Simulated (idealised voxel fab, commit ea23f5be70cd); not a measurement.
Process module, titled voxel transistor to metal
Cross-section cut spans 260 nm and uses square cells 5 nm in size.
Just so we're on the same page, the cross-sections are grids of square cells, and they're listed out in bands top to bottom, each band one or more rows deep.
A band entry consists of two parts. The first gives the height of the band's top and the height of its bottom, in nm. The rest lists the band's materials from left to right, each with its width in nm. A single material labelled with the word "throughout" fills the band from edge to edge, and the word "air" marks empty space.
The level at which height equals 0 is the one under which the wafer, as it arrives, is entirely one material. No lower edge exists for the bottom band, which continues downward and is notated as in "from 0 down".
Quick explanation for "30..40": the width changes in equal steps down the rows of cells, from the first number in the band's top row to the second number in its bottom row.
Basically "no modifications" means that step didn't change any cell in the cross-section.
The entry titled "Closed cavity list" provides the empty spaces that have no open way to the top, restricted to those of 8 cells or more. Each is presented as width x height at distance, the distance being measured from the left edge, with all three in nm.
Text after the settings on a step's line: the simulator's own remark on that step.
overlay nm: mask offset rightward from planned place, masked step; negative means leftward offset.
The remainder of this document consists of a sequence of paired cross-sections. Each pair presents the cross-section prior to one process step together with the cross-section following it, the latter being rendered only as deep as the lowest band that underwent change. The intervening step, together with its settings, is stated beneath each pair. Because the pairs may originate from different runs of this module on the same starting wafer, a given pair is to be read as continuing from the preceding pair only where its entry headed "Before processing" so indicates.

## Before processing
- from 35 to 30  SiO2 20, TiN 5, W 10, TiN 5, SiO2 50, TiN 5, W 10, TiN 5, SiO2 35, TiN 5, W 10, TiN 5, SiO2 50, TiN 5, W 10, TiN 5, SiO2 25
- from 30 to 25  SiO2 20, TiN 20, SiO2 50, TiN 20, SiO2 35, TiN 20, SiO2 50, TiN 20, SiO2 25
- from 25 to 20  SiCN 55, SiO2 5, SiN 10, SiO2 5, SiCN 105, SiO2 5, SiN 10, SiO2 5, SiCN 60
- from 20 to 15  polySi 10, SiCN 45, SiO2 5, SiN 10, SiO2 5, SiCN 45, polySi 15, SiCN 45, SiO2 5, SiN 10, SiO2 5, SiCN 45, polySi 15
- from 15 to 0  polySi 55, SiO2 5, SiN 10, SiO2 5, polySi 105, SiO2 5, SiN 10, SiO2 5, polySi 60
- from 0 to -5  SiO2 10, polySi 45, SiO2 5, SiN 10, SiO2 5, polySi 45, SiO2 15, polySi 45, SiO2 5, SiN 10, SiO2 5, polySi 45, SiO2 15
- from -5 to -10  SiO2 throughout
- from -10 to -35  SiO2 20, Si 90, SiO2 35, Si 90, SiO2 25
- from -35 down  Si throughout
- Closed cavity list: none

## Step Result
- from 40 to 35  TiN throughout
- Rest of section, below 35: as before.
- Closed cavity list: none
Between before and after as drawn above: DIRECTIONAL_DEP with material TiN, thk nm 5

Before processing: Reference is made to the cross-section shown after the step in the pair directly above, which represents the state prior to this step.

## Step Result
- from 65 to 40  W throughout
- Rest of section, below 40: as before.
- Closed cavity list: none
Between before and after as drawn above: DIRECTIONAL_DEP with material W, thk nm 25

Before processing: Reference is made to the cross-section shown after the step in the pair directly above, which represents the state prior to this step.

## Step Result
- from 65 to 40  air 20, W 20, air 50, W 20, air 35, W 20, air 50, W 20, air 25
- Rest of section, below 40: as before.
- Closed cavity list: none
Between before and after as drawn above: MASKED_ETCH with tone cover, mask id METAL_1, width nm 20, etch materials W, depth nm 25, overlay nm 0

Before processing: Reference is made to the cross-section shown after the step in the pair directly above, which represents the state prior to this step.

## Step Result
- from 65 to 40  air 20, W 20, air 50, W 20, air 35, W 20, air 50, W 20, air 25
- from 40 to 35  air 20, TiN 20, air 50, TiN 20, air 35, TiN 20, air 50, TiN 20, air 25
- Rest of section, below 35: as before.
- Closed cavity list: none
Between before and after as drawn above: MASKED_ETCH with tone cover, mask id METAL_1, width nm 20, etch materials TiN, depth nm 5, overlay nm 0

Before processing: Reference is made to the cross-section shown after the step in the pair directly above, which represents the state prior to this step.

## Step Result
- from 75 to 65  SiO2 throughout
- from 65 to 40  SiO2 20, W 20, SiO2 50, W 20, SiO2 35, W 20, SiO2 50, W 20, SiO2 25
- from 40 to 35  SiO2 20, TiN 20, SiO2 50, TiN 20, SiO2 35, TiN 20, SiO2 50, TiN 20, SiO2 25
- Rest of section, below 35: as before.
- Closed cavity list: none
Between before and after as drawn above: FILL_DEP with material SiO2, thk nm 10

Before processing: Reference is made to the cross-section shown after the step in the pair directly above, which represents the state prior to this step.

## Step Result
- from 65 to 40  SiO2 20, W 20, SiO2 50, W 20, SiO2 35, W 20, SiO2 50, W 20, SiO2 25
- Rest of section, below 40: as before.
- Closed cavity list: none
Between before and after as drawn above: CMP with height nm 65

Before processing: Reference is made to the cross-section shown after the step in the pair directly above, which represents the state prior to this step.

## Step Result
- from 70 to 65  SiCN throughout
- Rest of section, below 65: as before.
- Closed cavity list: none
Between before and after as drawn above: CONFORMAL_DEP with material SiCN, thk nm 5
